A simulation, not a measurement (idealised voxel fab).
Module name: voxel self aligned vias (process module)
FYI the section here is cut, 275 nm wide, cells are 5 nm squares.
Notation: cross-section as square-cell grid; stated in bands, top first, going down; one or more cell rows per band.
Heights first: top, then bottom, in nm. Then materials, left to right, each with a width in nm. "full width" on a single material: fills the band edge to edge. "blank": empty space.
We count height from 0. Below that, the starting wafer is all one material. The lowest band never ends at the bottom but goes on down; see "0 and below" for how that is written.
The expression "30 to 40" gives the width at the extremes of the band, the first number at its top row of cells and the second at its bottom row, with the width changing by equal amounts from each row to the next in between.
No cell of the cross-section changed in a step that is given as "nothing got changed".
"Enclosed cavity list" means: voids of 8 cells or more that are shut off from the top with no open way through. Written width x height at distance, distance from the left edge, in nm.
On a step's line, text after the settings is the simulator commenting on that step.
"overlay nm" answers the question of how far to the right of plan the mask lay on a step that has a mask, and when it is negative the answer is to the left.
### The process steps that were planned are listed below
1 RECEIVE | material Si
2 CONFORMAL_DEP | material SiO2 | thk nm 15
3 CONFORMAL_DEP | material SiCN | thk nm 5
4 DIRECTIONAL_DEP | material SiO2 | thk nm 20
5 MASKED_ETCH | tone open | mask id LINES | width nm 30 | pitch nm 55 | etch materials SiO2 | depth nm 20 | overlay nm 0
6 CONFORMAL_DEP | material TiN | thk nm 5
7 FILL_DEP | material Ru | thk nm 10
8 CMP | height nm 40
9 SELECTIVE_ETCH | etch materials W Ru TiN | depth nm 10
10 FILL_DEP | material SiN | thk nm 10
11 CMP | height nm 40
12 DIRECTIONAL_DEP | material SiO2 | thk nm 20
13 PATTERN | tone open | mask id VIAS | material resist | width nm 40 | pitch nm 110 | thk nm 20 | overlay nm 0
14 DIRECTIONAL_ETCH | etch materials SiO2 | depth nm 20
15 DIRECTIONAL_ETCH | etch materials SiN | depth nm 10
16 STRIP | etch materials resist
17 CONFORMAL_DEP | material TiN | thk nm 5
18 FILL_DEP | material W | thk nm 5
19 CMP | height nm 60
20 CONFORMAL_DEP | material SiCN | thk nm 5
### The first of a set of two wafers, run to plan
### Incoming wafer in cross-section (state: after step 1)
- 0 and below  Si full width
- Enclosed cavity list: none
### State of the wafer after step 2, shown in cross-section
- 15 down to 0  SiO2 full width
- Under the height 0 nothing was changed.
### State of the wafer after step 3, shown in cross-section
- 20 down to 15  SiCN full width
- Under the height 15 nothing was changed.
### State of the wafer after step 4, shown in cross-section
- 40 down to 20  SiO2 full width
- Under the height 20 nothing was changed.
### State of the wafer after step 5, shown in cross-section
- 40 down to 20  SiO2=65, blank=30, SiO2=25, blank=30, SiO2=25, blank=30, SiO2=70
- Under the height 20 nothing was changed.
### State of the wafer after step 6, shown in cross-section
- 45 down to 40  TiN=70, blank=20, TiN=35, blank=20, TiN=35, blank=20, TiN=75
- 40 down to 25  SiO2=65, TiN=5, blank=20, TiN=5, SiO2=25, TiN=5, blank=20, TiN=5, SiO2=25, TiN=5, blank=20, TiN=5, SiO2=70
- 25 down to 20  SiO2=65, TiN=30, SiO2=25, TiN=30, SiO2=25, TiN=30, SiO2=70
- Under the height 20 nothing was changed.
### State of the wafer after step 7, shown in cross-section
- 55 down to 45  Ru full width
- 45 down to 40  TiN=70, Ru=20, TiN=35, Ru=20, TiN=35, Ru=20, TiN=75
- 40 down to 25  SiO2=65, TiN=5, Ru=20, TiN=5, SiO2=25, TiN=5, Ru=20, TiN=5, SiO2=25, TiN=5, Ru=20, TiN=5, SiO2=70
- Under the height 25 nothing was changed.
### State of the wafer after step 8, shown in cross-section
- 40 down to 25  SiO2=65, TiN=5, Ru=20, TiN=5, SiO2=25, TiN=5, Ru=20, TiN=5, SiO2=25, TiN=5, Ru=20, TiN=5, SiO2=70
- Under the height 25 nothing was changed.
### State of the wafer after step 9, shown in cross-section
- 40 down to 30  SiO2=65, blank=30, SiO2=25, blank=30, SiO2=25, blank=30, SiO2=70
- Under the height 30 nothing was changed.
### State of the wafer after step 10, shown in cross-section
- 50 down to 40  SiN full width
- 40 down to 30  SiO2=65, SiN=30, SiO2=25, SiN=30, SiO2=25, SiN=30, SiO2=70
- Under the height 30 nothing was changed.
### State of the wafer after step 11, shown in cross-section
- 40 down to 30  SiO2=65, SiN=30, SiO2=25, SiN=30, SiO2=25, SiN=30, SiO2=70
- Under the height 30 nothing was changed.
### State of the wafer after step 12, shown in cross-section
- 60 down to 40  SiO2 full width
- Under the height 40 nothing was changed.
### State of the wafer after step 13, shown in cross-section
- 80 down to 60  resist=60, blank=40, resist=70, blank=40, resist=65
- Under the height 60 nothing was changed.
### State of the wafer after step 14, shown in cross-section
- 80 down to 60  resist=60, blank=40, resist=70, blank=40, resist=65
- 60 down to 40  SiO2=60, blank=40, SiO2=70, blank=40, SiO2=65
- Under the height 40 nothing was changed.
### State of the wafer after step 15, shown in cross-section
- 80 down to 60  resist=60, blank=40, resist=70, blank=40, resist=65
- 60 down to 40  SiO2=60, blank=40, SiO2=70, blank=40, SiO2=65
- 40 down to 30  SiO2=65, blank=30, SiO2=25, SiN=30, SiO2=25, blank=30, SiO2=70
- Under the height 30 nothing was changed.
### State of the wafer after step 16, shown in cross-section
- 60 down to 40  SiO2=60, blank=40, SiO2=70, blank=40, SiO2=65
- Under the height 40 nothing was changed.
### State of the wafer after step 17, shown in cross-section
- 65 down to 60  TiN=65, blank=30, TiN=80, blank=30, TiN=70
- 60 down to 45  SiO2=60, TiN=5, blank=30, TiN=5, SiO2=70, TiN=5, blank=30, TiN=5, SiO2=65
- 45 down to 40  SiO2=60, TiN=10, blank=20, TiN=10, SiO2=70, TiN=10, blank=20, TiN=10, SiO2=65
- 40 down to 35  SiO2=65, TiN=5, blank=20, TiN=5, SiO2=25, SiN=30, SiO2=25, TiN=5, blank=20, TiN=5, SiO2=70
- 35 down to 30  SiO2=65, TiN=30, SiO2=25, SiN=30, SiO2=25, TiN=30, SiO2=70
- Under the height 30 nothing was changed.
### State of the wafer after step 18, shown in cross-section
- 70 down to 65  W full width
- 65 down to 60  TiN=65, W=30, TiN=80, W=30, TiN=70
- 60 down to 45  SiO2=60, TiN=5, W=30, TiN=5, SiO2=70, TiN=5, W=30, TiN=5, SiO2=65
- 45 down to 40  SiO2=60, TiN=10, W=20, TiN=10, SiO2=70, TiN=10, W=20, TiN=10, SiO2=65
- 40 down to 35  SiO2=65, TiN=5, W=20, TiN=5, SiO2=25, SiN=30, SiO2=25, TiN=5, W=20, TiN=5, SiO2=70
- Under the height 35 nothing was changed.
### State of the wafer after step 19, shown in cross-section
- 60 down to 45  SiO2=60, TiN=5, W=30, TiN=5, SiO2=70, TiN=5, W=30, TiN=5, SiO2=65
- Under the height 45 nothing was changed.
### State of the wafer after step 20, shown in cross-section
- 65 down to 60  SiCN full width
- Under the height 60 nothing was changed.
### Second wafer: same start and same plan as the first, one execution error; identical to the first through step 4
### Second wafer, sectioned view, at step 5's planned end time
- 40 down to 20  SiO2=55, blank=30, SiO2=25, blank=30, SiO2=25, blank=30, SiO2=80
- Under the height 20 nothing was changed.
### Second wafer, sectioned view, at step 6's planned end time
- 45 down to 40  TiN=60, blank=20, TiN=35, blank=20, TiN=35, blank=20, TiN=85
- 40 down to 25  SiO2=55, TiN=5, blank=20, TiN=5, SiO2=25, TiN=5, blank=20, TiN=5, SiO2=25, TiN=5, blank=20, TiN=5, SiO2=80
- 25 down to 20  SiO2=55, TiN=30, SiO2=25, TiN=30, SiO2=25, TiN=30, SiO2=80
- Under the height 20 nothing was changed.
### Second wafer, sectioned view, at step 7's planned end time
- 55 down to 45  Ru full width
- 45 down to 40  TiN=60, Ru=20, TiN=35, Ru=20, TiN=35, Ru=20, TiN=85
- 40 down to 25  SiO2=55, TiN=5, Ru=20, TiN=5, SiO2=25, TiN=5, Ru=20, TiN=5, SiO2=25, TiN=5, Ru=20, TiN=5, SiO2=80
- Under the height 25 nothing was changed.
### Second wafer, sectioned view, at step 8's planned end time
- 40 down to 25  SiO2=55, TiN=5, Ru=20, TiN=5, SiO2=25, TiN=5, Ru=20, TiN=5, SiO2=25, TiN=5, Ru=20, TiN=5, SiO2=80
- Under the height 25 nothing was changed.
### Second wafer, sectioned view, at step 9's planned end time
- 40 down to 30  SiO2=55, blank=30, SiO2=25, blank=30, SiO2=25, blank=30, SiO2=80
- Under the height 30 nothing was changed.
### Second wafer, sectioned view, at step 10's planned end time
- 50 down to 40  SiN full width
- 40 down to 30  SiO2=55, SiN=30, SiO2=25, SiN=30, SiO2=25, SiN=30, SiO2=80
- Under the height 30 nothing was changed.
### Second wafer, sectioned view, at step 11's planned end time
- 40 down to 30  SiO2=55, SiN=30, SiO2=25, SiN=30, SiO2=25, SiN=30, SiO2=80
- Under the height 30 nothing was changed.
### Second wafer, sectioned view, at step 12's planned end time
- 60 down to 40  SiO2 full width
- Under the height 40 nothing was changed.
### Second wafer, sectioned view, at step 13's planned end time
- 80 down to 60  resist=60, blank=40, resist=70, blank=40, resist=65
- Under the height 60 nothing was changed.
### Second wafer, sectioned view, at step 14's planned end time
- 80 down to 60  resist=60, blank=40, resist=70, blank=40, resist=65
- 60 down to 40  SiO2=60, blank=40, SiO2=70, blank=40, SiO2=65
- Under the height 40 nothing was changed.
### Second wafer, sectioned view, at step 15's planned end time
- 80 down to 60  resist=60, blank=40, resist=70, blank=40, resist=65
- 60 down to 40  SiO2=60, blank=40, SiO2=70, blank=40, SiO2=65
- 40 down to 30  SiO2=55, SiN=5, blank=25, SiO2=25, SiN=30, SiO2=25, SiN=5, blank=25, SiO2=80
- Under the height 30 nothing was changed.
### Second wafer, sectioned view, at step 16's planned end time
- 60 down to 40  SiO2=60, blank=40, SiO2=70, blank=40, SiO2=65
- Under the height 40 nothing was changed.
### Second wafer, sectioned view, at step 17's planned end time
- 65 down to 60  TiN=65, blank=30, TiN=80, blank=30, TiN=70
- 60 down to 45  SiO2=60, TiN=5, blank=30, TiN=5, SiO2=70, TiN=5, blank=30, TiN=5, SiO2=65
- 45 down to 40  SiO2=60, TiN=5, blank=15, TiN=20, SiO2=70, TiN=5, blank=15, TiN=20, SiO2=65
- 40 down to 35  SiO2=55, SiN=5, TiN=5, blank=15, TiN=5, SiO2=25, SiN=30, SiO2=25, SiN=5, TiN=5, blank=15, TiN=5, SiO2=80
- 35 down to 30  SiO2=55, SiN=5, TiN=25, SiO2=25, SiN=30, SiO2=25, SiN=5, TiN=25, SiO2=80
- Under the height 30 nothing was changed.
### Second wafer, sectioned view, at step 18's planned end time
- 70 down to 65  W full width
- 65 down to 60  TiN=65, W=30, TiN=80, W=30, TiN=70
- 60 down to 45  SiO2=60, TiN=5, W=30, TiN=5, SiO2=70, TiN=5, W=30, TiN=5, SiO2=65
- 45 down to 40  SiO2=60, TiN=5, W=15, TiN=20, SiO2=70, TiN=5, W=15, TiN=20, SiO2=65
- 40 down to 35  SiO2=55, SiN=5, TiN=5, W=15, TiN=5, SiO2=25, SiN=30, SiO2=25, SiN=5, TiN=5, W=15, TiN=5, SiO2=80
- Under the height 35 nothing was changed.
### Second wafer, sectioned view, at step 19's planned end time
- 60 down to 45  SiO2=60, TiN=5, W=30, TiN=5, SiO2=70, TiN=5, W=30, TiN=5, SiO2=65
- Under the height 45 nothing was changed.
### Second wafer, sectioned view, at step 20's planned end time
- 65 down to 60  SiCN full width
- Under the height 60 nothing was changed.
Misprocessing identified: step 5 did not use the planned setting and instead ran as MASKED_ETCH | tone open | mask id LINES | width nm 30 | pitch nm 55 | etch materials SiO2 | depth nm 20 | overlay nm -10
FYI, end of process, the second wafer has more or fewer cells of some materials than the first: SiN +4 | W -4
